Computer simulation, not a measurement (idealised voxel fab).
The name of this process module is voxel released beams.
Cross-section cut: width 200 nm, square cells of 5 nm.
When this document writes out a cross-section, it uses a grid of square cells and lists it as bands, beginning at the top and moving down, with a band standing for one or more rows of cells. In this notation a band is specified by the heights of its top and bottom, in that order and in nm, after which its materials appear from left to right, each paired with its width in nm. The word "edge to edge" attached to a single material means that material fills the band from edge to edge; the word "air" stands for empty space. Heads up on the height convention: 0 is the point under which the incoming wafer is all one material, and the lowest band has no bottom, it just keeps going down, like "0 and below". Width "30 to 40": first value at the band's top row of cells, second value at its bottom row, equal change from row to row. "nothing changed" means the step left every cell of the cross-section as it was. "Fully sealed voids" - sealed voids, min. 8 cells, no opening to top; format: width x height at distance (distance from left edge; nm throughout). What comes after the settings on a step's line is commentary from the simulator itself on that step. If you see "overlay nm" on a step's line and that step has a mask, it's telling you how far right of where it was planned the mask ended up; a negative number means it went left instead.

Planned process steps
1. RECEIVE: material Si
2. CONFORMAL_DEP: material Al2O3, thk nm 10
3. DIRECTIONAL_DEP: material SiO2, thk nm 20
4. PATTERN: tone open, mask id ANCHOR, material resist, width nm 25, thk nm 20, overlay nm 0
5. DIRECTIONAL_ETCH: etch materials SiO2, depth nm 20
6. STRIP: etch materials resist
7. CONFORMAL_DEP: material W, thk nm 10
8. MASKED_ETCH: tone cover, mask id BEAM, width nm 90, etch materials W, depth nm 10, overlay nm 0
9. STRIP: etch materials SiO2

As-received state of the wafer in cross-section, equivalent to post-step 1
- 0 and below  Si edge to edge
- Fully sealed voids: none

Here's the wafer cut in cross-section after the module, started and planned just like above, except one thing was done wrong in the run
- 30 down to 20  air (50)  W (15)  air (5)  W (70)  air (60)
- 20 down to 10  air (55)  W (10)  air (5)  W (10)  air (120)
- 10 down to 0  air (55)  W (25)  air (120)
- 0 and below  Si edge to edge
- Fully sealed voids: none
what went wrong: it should be noted that step 2 of the plan was omitted and was not performed
